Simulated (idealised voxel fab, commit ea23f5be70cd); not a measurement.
process module | voxel tone inversion
cross-section cut | 260 nm wide | cells 5 nm
A cross-section is a grid of square cells, given in bands from the top down. A band is one or more rows of cells.
Each band's line starts with the height of the band's top and of its bottom, in nm. Then come its materials from left to right, each with its width in nm. One material with "throughout" fills the band from edge to edge. "air" is empty space.
Height 0 is the level under which the wafer as received is all one material. The lowest band goes on downwards, as in "0 down".
A width such as "30 to 40" changes by the same amount from each row of cells to the next, from the band's top row to its bottom row.
"no change" after a step means that no cell of the cross-section changed.
closed voids: empty space of 8 cells or more with no open way to the top, each as width x height at its distance from the left edge, in nm
after a step's settings: what the simulator itself notes on the step
overlay nm, on a step with a mask: how far to the right of its planned place the mask lay; to the left if negative
plan
1 op RECEIVE | material Si
2 op CONFORMAL_DEP | material SiCN | thk nm 10
3 op DIRECTIONAL_DEP | material polySi | thk nm 25
4 op PATTERN | tone cover | mask id POSTS | material resist | width nm 15 | pitch nm 45 | thk nm 30 | overlay nm 0
5 op DIRECTIONAL_ETCH | etch materials polySi | depth nm 25
6 op STRIP | etch materials resist
7 op FILL_DEP | material lowk | thk nm 10
8 op CMP | height nm 35
9 op STRIP | etch materials polySi
varied across the wafers: width nm of step 4. The plan shows the first wafer's value. All wafers start alike
first wafer as received, after step 1
  0 down: Si throughout
  closed voids: none
each wafer at the end: cells of each material gained (+) or lost (-) since it was received, then its closed voids
width nm 15 | +104 SiCN | +200 lowk | closed voids: none
width nm 20 | +104 SiCN | +180 lowk | closed voids: none
width nm 25 | +104 SiCN | +160 lowk | closed voids: none
width nm 30 | +104 SiCN | +140 lowk | closed voids: none
